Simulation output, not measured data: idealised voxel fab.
The name of this process module is voxel self aligned vias.
Square cell edge 5 nm, section width 235 nm, ID cut.
Throughout this document, each cross-section is represented as a grid of square cells and is presented as a sequence of bands enumerated from the top downward, where a band comprises one or more rows of cells.
Look at the band entry: it leads with the top's height and the bottom's height in nm. Then it lists the materials left to right, with a width in nm for each. The word "everywhere" on a single material says that material fills the band edge to edge. The word "empty" is empty space.
All heights in this document are referenced to 0, defined as the level beneath which the wafer, as received, consists entirely of one material. The lowest band is not bounded below; it extends indefinitely downward and is written in the form "0 nm and below".
The width entry "30->40" should be interpreted row by row: the top row of cells in the band takes the first number, the bottom row takes the second number, and the change between adjacent rows is uniform throughout.
Basically "all unchanged" means that step didn't change any cell in the cross-section.
Under "Closed void entries" you'll find the enclosed gaps, the ones with no way out to the top, that are 8 cells or bigger; each reads width x height at distance, with distance counted from the left edge, everything in nm.
after a step's settings: what the simulator itself notes on the step
Among the settings permitted on a step's line is "overlay nm"; applied to a step with a mask, it specifies the extent to which the mask lay to the right of its planned position, whereas a negative figure signifies a position to the left.

-- List of planned process steps
1. RECEIVE | material Si
2. CONFORMAL_DEP | material SiO2 | thk nm 15
3. CONFORMAL_DEP | material SiCN | thk nm 5
4. DIRECTIONAL_DEP | material SiO2 | thk nm 30
5. DIRECTIONAL_DEP | material aC | thk nm 15
6. PATTERN | tone open | mask id LINES | material resist | width nm 25 | pitch nm 60 | thk nm 30 | overlay nm 0
7. DIRECTIONAL_ETCH | etch materials aC | depth nm 15
8. STRIP | etch materials resist
9. DIRECTIONAL_ETCH | etch materials SiO2 | depth nm 30
10. STRIP | etch materials aC
11. CONFORMAL_DEP | material TiN | thk nm 5
12. FILL_DEP | material W | thk nm 10
13. CMP | height nm 50
14. SELECTIVE_ETCH | etch materials W Ru TiN | depth nm 10
15. FILL_DEP | material SiN | thk nm 10
16. CMP | height nm 50
17. DIRECTIONAL_DEP | material SiO2 | thk nm 15
18. MASKED_ETCH | tone open | mask id VIAS | width nm 45 | etch materials SiO2 | depth nm 15 | overlay nm 0
19. MASKED_ETCH | tone open | mask id VIAS | width nm 45 | etch materials SiN | depth nm 10 | overlay nm 0
20. CONFORMAL_DEP | material TiN | thk nm 5
21. FILL_DEP | material Ru | thk nm 5
22. CMP | height nm 65
23. CONFORMAL_DEP | material SiN | thk nm 5

-- Incoming wafer, cross-sectional view, post step 1
- 0 nm and below  Si everywhere
- Closed void entries: none

-- End-of-module cross-section. Starting structure and process plan as above; one mistake made in running it
- 70 nm to 65 nm  SiN everywhere
- 65 nm to 55 nm  Ru (60)  TiN (5)  SiO2 (45)  TiN (5)  Ru (120)
- 55 nm to 50 nm  TiN (65)  SiO2 (45)  TiN (125)
- 50 nm to 40 nm  SiO2 (75)  SiN (25)  SiO2 (35)  SiN (25)  SiO2 (75)
- 40 nm to 25 nm  SiO2 (75)  TiN (5)  W (15)  TiN (5)  SiO2 (35)  TiN (5)  W (15)  TiN (5)  SiO2 (75)
- 25 nm to 20 nm  SiO2 (75)  TiN (25)  SiO2 (35)  TiN (25)  SiO2 (75)
- 20 nm to 15 nm  SiCN everywhere
- 15 nm to 0 nm  SiO2 everywhere
- 0 nm and below  Si everywhere
- Closed void entries: none
Plan not followed: contrary to plan, step 18 was performed as MASKED_ETCH | tone cover | mask id VIAS | width nm 45 | etch materials SiO2 | depth nm 15 | overlay nm 0
